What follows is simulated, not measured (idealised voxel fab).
This section sets out a process module, namely voxel released beams.
cross-section cut | 195 nm wide | cells 5 nm
Format of a cross-section: grid, square cells. Given as bands. Order: top down. Band: one or more rows of cells. Heights first: top, then bottom, in nm. Then materials, left to right, each with a width in nm. "edge to edge" on a single material: fills the band edge to edge. "blank": empty space. Height datum 0, below which the as-received substrate wafer is one material. Lowest band open at the bottom, running downward: "from 0 down". It should be noted that a width expressed as "30 to 40" varies in equal increments from row to row of cells within the band, taking the value of the first number at the top row and that of the second number at the bottom row. Key: "no modifications" - step with no changed cell in the cross-section. The list in "Enclosed voids" covers empty spaces of 8 cells or more that cannot reach the top through any open way, and it gives each as width x height at distance; the distance is from the left edge, and width, height and distance are in nm. Post-settings text on a step line: simulator's own remark regarding the step. Steps that use a mask can have "overlay nm" on their line. It says how far the mask sat to the right of where it was meant to be. Negative means to the left.
HERE'S WHAT THE PLANNED PROCESS STEPS LOOK LIKE
1. RECEIVE | material Si
2. CONFORMAL_DEP | material SiN | thk nm 5
3. DIRECTIONAL_DEP | material SiO2 | thk nm 10
4. MASKED_ETCH | tone open | mask id ANCHOR | width nm 45 | etch materials SiO2 | depth nm 10 | overlay nm 0
5. CONFORMAL_DEP | material TiN | thk nm 15
6. DIRECTIONAL_DEP | material aC | thk nm 10
7. PATTERN | tone cover | mask id BEAM | material resist | width nm 120 | thk nm 30 | overlay nm 0
8. DIRECTIONAL_ETCH | etch materials aC | depth nm 10
9. STRIP | etch materials resist
10. DIRECTIONAL_ETCH | etch materials TiN | depth nm 15
11. STRIP | etch materials aC
12. STRIP | etch materials SiO2
AS RECEIVED, AFTER STEP 1
  from 0 down = Si edge to edge
  Enclosed voids: none
FIGURE: CROSS-SECTIONAL VIEW OF THE WAFER UPON COMPLETION OF THE MODULE, PROCESSED FROM THE INITIAL STATE AND ACCORDING TO THE PLAN DEPICTED ABOVE, WITH ONE ERROR INTRODUCED DURING EXECUTION
  from 30 to 20 = blank (40) / TiN (15) / blank (15) / TiN (85) / blank (40)
  from 20 to 15 = blank (40) / TiN (115) / blank (40)
  from 15 to 5 = blank (40) / TiN (45) / blank (110)
  from 5 to 0 = SiN edge to edge
  from 0 down = Si edge to edge
  Enclosed voids: none
What broke from the plan during processing? step 7 ran differently from the plan; actual operation with settings: PATTERN | tone cover | mask id BEAM | material resist | width nm 115 | thk nm 30 | overlay nm 0
